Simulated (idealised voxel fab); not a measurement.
Process module name: voxel double patterning
This is section cut - it's 165 nm across, gridded in 5 nm square cells.
If you're reading a cross-section in this doc, picture square cells in a grid; it comes to you as bands, top ones listed first down to the bottom, and a band can be one or more rows of cells. This entry defines a band. It first specifies the height of the band's top and the height of its bottom in nm, and then specifies the band's materials from left to right, stating each material with its width in nm. The word "edge to edge" identifies a single material that fills the band from edge to edge, while the word "empty" identifies empty space. Beneath 0, the wafer as received is one material, and that level is where height counting begins. The lowest band goes on downward without a bottom; it is written like "0..down". The two numbers in a width such as "30->40" mark its ends across the band: the first belongs to the top row of cells, the second to the bottom row, and from each row to the next the width moves by the same amount. What does "no modifications" mean for a step? It means no cell of the cross-section changed in that step. So "Unvented cavities" is basically the list of trapped voids: any empty space of 8 cells or more that can't reach the top through an opening. They're written width x height at distance, the distance being from the left edge, and it's all nm. Post-settings text on a step line: simulator's own remark regarding the step. "overlay nm" on a masked step: distance the mask lay right of its planned place, negative for left.
So here's the lineup of process steps we planned
1. RECEIVE with material Si
2. CONFORMAL_DEP with material SiO2, thk nm 10
3. DIRECTIONAL_DEP with material polySi, thk nm 15
4. DIRECTIONAL_DEP with material SiN, thk nm 10
5. DIRECTIONAL_DEP with material aC, thk nm 10
6. PATTERN with tone open, mask id FIRST, material resist, width nm 15, pitch nm 50, thk nm 30, overlay nm 0
7. DIRECTIONAL_ETCH with etch materials aC, depth nm 10
8. STRIP with etch materials resist
9. DIRECTIONAL_ETCH with etch materials SiN, depth nm 10
10. STRIP with etch materials aC
11. DIRECTIONAL_DEP with material aC, thk nm 10
12. PATTERN with tone open, mask id SECOND, material resist, width nm 15, pitch nm 50, thk nm 30, overlay nm 0
13. DIRECTIONAL_ETCH with etch materials aC, depth nm 10
14. STRIP with etch materials resist
15. DIRECTIONAL_ETCH with etch materials SiN, depth nm 10
16. STRIP with etch materials aC
17. DIRECTIONAL_ETCH with etch materials polySi, depth nm 15
18. STRIP with etch materials SiN
First of two wafers: run as planned
Wafer cross-section on receipt, i.e. after step 1
- 0..down: Si edge to edge
- Unvented cavities: none
After step 2, in cross-section
- 10..0: SiO2 edge to edge
- Everything under 0 stays put, no change at all.
After step 3, in cross-section
- 25..10: polySi edge to edge
- Everything under 10 stays put, no change at all.
After step 4, in cross-section
- 35..25: SiN edge to edge
- Everything under 25 stays put, no change at all.
After step 5, in cross-section
- 45..35: aC edge to edge
- Everything under 35 stays put, no change at all.
After step 6, in cross-section
- 75..45: 25 nm resist | 15 nm empty | 35 nm resist | 15 nm empty | 35 nm resist | 15 nm empty | 25 nm resist
- Everything under 45 stays put, no change at all.
After step 7, in cross-section
- 65..45: 25 nm resist | 15 nm empty | 35 nm resist | 15 nm empty | 35 nm resist | 15 nm empty | 25 nm resist
- 45..35: 25 nm aC | 15 nm empty | 35 nm aC | 15 nm empty | 35 nm aC | 15 nm empty | 25 nm aC
- Everything under 35 stays put, no change at all.
After step 8, in cross-section
- 45..35: 25 nm aC | 15 nm empty | 35 nm aC | 15 nm empty | 35 nm aC | 15 nm empty | 25 nm aC
- Everything under 35 stays put, no change at all.
After step 9, in cross-section
- 45..35: 25 nm aC | 15 nm empty | 35 nm aC | 15 nm empty | 35 nm aC | 15 nm empty | 25 nm aC
- 35..25: 25 nm SiN | 15 nm empty | 35 nm SiN | 15 nm empty | 35 nm SiN | 15 nm empty | 25 nm SiN
- Everything under 25 stays put, no change at all.
After step 10, in cross-section
- 35..25: 25 nm SiN | 15 nm empty | 35 nm SiN | 15 nm empty | 35 nm SiN | 15 nm empty | 25 nm SiN
- Everything under 25 stays put, no change at all.
After step 11, in cross-section
- 45..35: 25 nm aC | 15 nm empty | 35 nm aC | 15 nm empty | 35 nm aC | 15 nm empty | 25 nm aC
- 35..25: 25 nm SiN | 15 nm aC | 35 nm SiN | 15 nm aC | 35 nm SiN | 15 nm aC | 25 nm SiN
- Everything under 25 stays put, no change at all.
After step 12, in cross-section
- 75..45: 50 nm resist | 15 nm empty | 35 nm resist | 15 nm empty | 50 nm resist
- 45..35: 25 nm aC | 15 nm resist | 35 nm aC | 15 nm resist | 35 nm aC | 15 nm resist | 25 nm aC
- Everything under 35 stays put, no change at all.
After step 13, in cross-section
- 65..45: 50 nm resist | 15 nm empty | 35 nm resist | 15 nm empty | 50 nm resist
- 45..35: 25 nm aC | 15 nm resist | 10 nm aC | 15 nm empty | 10 nm aC | 15 nm resist | 10 nm aC | 15 nm empty | 10 nm aC | 15 nm resist | 25 nm aC
- Everything under 35 stays put, no change at all.
After step 14, in cross-section
- 45..35: 25 nm aC | 15 nm empty | 10 nm aC | 15 nm empty | 10 nm aC | 15 nm empty | 10 nm aC | 15 nm empty | 10 nm aC | 15 nm empty | 25 nm aC
- Everything under 35 stays put, no change at all.
After step 15, in cross-section
- 45..35: 25 nm aC | 15 nm empty | 10 nm aC | 15 nm empty | 10 nm aC | 15 nm empty | 10 nm aC | 15 nm empty | 10 nm aC | 15 nm empty | 25 nm aC
- 35..25: 25 nm SiN | 15 nm aC | 10 nm SiN | 15 nm empty | 10 nm SiN | 15 nm aC | 10 nm SiN | 15 nm empty | 10 nm SiN | 15 nm aC | 25 nm SiN
- Everything under 25 stays put, no change at all.
After step 16, in cross-section
- 35..25: 25 nm SiN | 15 nm empty | 10 nm SiN | 15 nm empty | 10 nm SiN | 15 nm empty | 10 nm SiN | 15 nm empty | 10 nm SiN | 15 nm empty | 25 nm SiN
- Everything under 25 stays put, no change at all.
After step 17, in cross-section
- 35..25: 25 nm SiN | 15 nm empty | 10 nm SiN | 15 nm empty | 10 nm SiN | 15 nm empty | 10 nm SiN | 15 nm empty | 10 nm SiN | 15 nm empty | 25 nm SiN
- 25..10: 25 nm polySi | 15 nm empty | 10 nm polySi | 15 nm empty | 10 nm polySi | 15 nm empty | 10 nm polySi | 15 nm empty | 10 nm polySi | 15 nm empty | 25 nm polySi
- Everything under 10 stays put, no change at all.
After step 18, in cross-section
- 25..10: 25 nm polySi | 15 nm empty | 10 nm polySi | 15 nm empty | 10 nm polySi | 15 nm empty | 10 nm polySi | 15 nm empty | 10 nm polySi | 15 nm empty | 25 nm polySi
- Everything under 10 stays put, no change at all.
Second of two: same start, same plan, one run error; steps up to and including 2 match the first
Here is the second wafer in cross-section at the point where step 3 of the plan should have been done
- 40..10: polySi edge to edge
- Everything under 10 stays put, no change at all.
Here is the second wafer in cross-section at the point where step 4 of the plan should have been done
- 50..40: SiN edge to edge
- Everything under 40 stays put, no change at all.
Here is the second wafer in cross-section at the point where step 5 of the plan should have been done
- 60..50: aC edge to edge
- Everything under 50 stays put, no change at all.
Here is the second wafer in cross-section at the point where step 6 of the plan should have been done
- 90..60: 25 nm resist | 15 nm empty | 35 nm resist | 15 nm empty | 35 nm resist | 15 nm empty | 25 nm resist
- Everything under 60 stays put, no change at all.
Here is the second wafer in cross-section at the point where step 7 of the plan should have been done
- 80..60: 25 nm resist | 15 nm empty | 35 nm resist | 15 nm empty | 35 nm resist | 15 nm empty | 25 nm resist
- 60..50: 25 nm aC | 15 nm empty | 35 nm aC | 15 nm empty | 35 nm aC | 15 nm empty | 25 nm aC
- Everything under 50 stays put, no change at all.
Here is the second wafer in cross-section at the point where step 8 of the plan should have been done
- 60..50: 25 nm aC | 15 nm empty | 35 nm aC | 15 nm empty | 35 nm aC | 15 nm empty | 25 nm aC
- Everything under 50 stays put, no change at all.
Here is the second wafer in cross-section at the point where step 9 of the plan should have been done
- 60..50: 25 nm aC | 15 nm empty | 35 nm aC | 15 nm empty | 35 nm aC | 15 nm empty | 25 nm aC
- 50..40: 25 nm SiN | 15 nm empty | 35 nm SiN | 15 nm empty | 35 nm SiN | 15 nm empty | 25 nm SiN
- Everything under 40 stays put, no change at all.
Here is the second wafer in cross-section at the point where step 10 of the plan should have been done
- 50..40: 25 nm SiN | 15 nm empty | 35 nm SiN | 15 nm empty | 35 nm SiN | 15 nm empty | 25 nm SiN
- Everything under 40 stays put, no change at all.
Here is the second wafer in cross-section at the point where step 11 of the plan should have been done
- 60..50: 25 nm aC | 15 nm empty | 35 nm aC | 15 nm empty | 35 nm aC | 15 nm empty | 25 nm aC
- 50..40: 25 nm SiN | 15 nm aC | 35 nm SiN | 15 nm aC | 35 nm SiN | 15 nm aC | 25 nm SiN
- Everything under 40 stays put, no change at all.
Here is the second wafer in cross-section at the point where step 12 of the plan should have been done
- 90..60: 50 nm resist | 15 nm empty | 35 nm resist | 15 nm empty | 50 nm resist
- 60..50: 25 nm aC | 15 nm resist | 35 nm aC | 15 nm resist | 35 nm aC | 15 nm resist | 25 nm aC
- Everything under 50 stays put, no change at all.
Here is the second wafer in cross-section at the point where step 13 of the plan should have been done
- 80..60: 50 nm resist | 15 nm empty | 35 nm resist | 15 nm empty | 50 nm resist
- 60..50: 25 nm aC | 15 nm resist | 10 nm aC | 15 nm empty | 10 nm aC | 15 nm resist | 10 nm aC | 15 nm empty | 10 nm aC | 15 nm resist | 25 nm aC
- Everything under 50 stays put, no change at all.
Here is the second wafer in cross-section at the point where step 14 of the plan should have been done
- 60..50: 25 nm aC | 15 nm empty | 10 nm aC | 15 nm empty | 10 nm aC | 15 nm empty | 10 nm aC | 15 nm empty | 10 nm aC | 15 nm empty | 25 nm aC
- Everything under 50 stays put, no change at all.
Here is the second wafer in cross-section at the point where step 15 of the plan should have been done
- 60..50: 25 nm aC | 15 nm empty | 10 nm aC | 15 nm empty | 10 nm aC | 15 nm empty | 10 nm aC | 15 nm empty | 10 nm aC | 15 nm empty | 25 nm aC
- 50..40: 25 nm SiN | 15 nm aC | 10 nm SiN | 15 nm empty | 10 nm SiN | 15 nm aC | 10 nm SiN | 15 nm empty | 10 nm SiN | 15 nm aC | 25 nm SiN
- Everything under 40 stays put, no change at all.
Here is the second wafer in cross-section at the point where step 16 of the plan should have been done
- 50..40: 25 nm SiN | 15 nm empty | 10 nm SiN | 15 nm empty | 10 nm SiN | 15 nm empty | 10 nm SiN | 15 nm empty | 10 nm SiN | 15 nm empty | 25 nm SiN
- Everything under 40 stays put, no change at all.
Here is the second wafer in cross-section at the point where step 17 of the plan should have been done
- 50..40: 25 nm SiN | 15 nm empty | 10 nm SiN | 15 nm empty | 10 nm SiN | 15 nm empty | 10 nm SiN | 15 nm empty | 10 nm SiN | 15 nm empty | 25 nm SiN
- 40..25: 25 nm polySi | 15 nm empty | 10 nm polySi | 15 nm empty | 10 nm polySi | 15 nm empty | 10 nm polySi | 15 nm empty | 10 nm polySi | 15 nm empty | 25 nm polySi
- Everything under 25 stays put, no change at all.
Here is the second wafer in cross-section at the point where step 18 of the plan should have been done
- 40..25: 25 nm polySi | 15 nm empty | 10 nm polySi | 15 nm empty | 10 nm polySi | 15 nm empty | 10 nm polySi | 15 nm empty | 10 nm polySi | 15 nm empty | 25 nm polySi
- Everything under 25 stays put, no change at all.
Diagnosis: step 3 from the plan got run twice
End check, counted in cells, second wafer has more or fewer of these materials than the first: polySi: 99 more
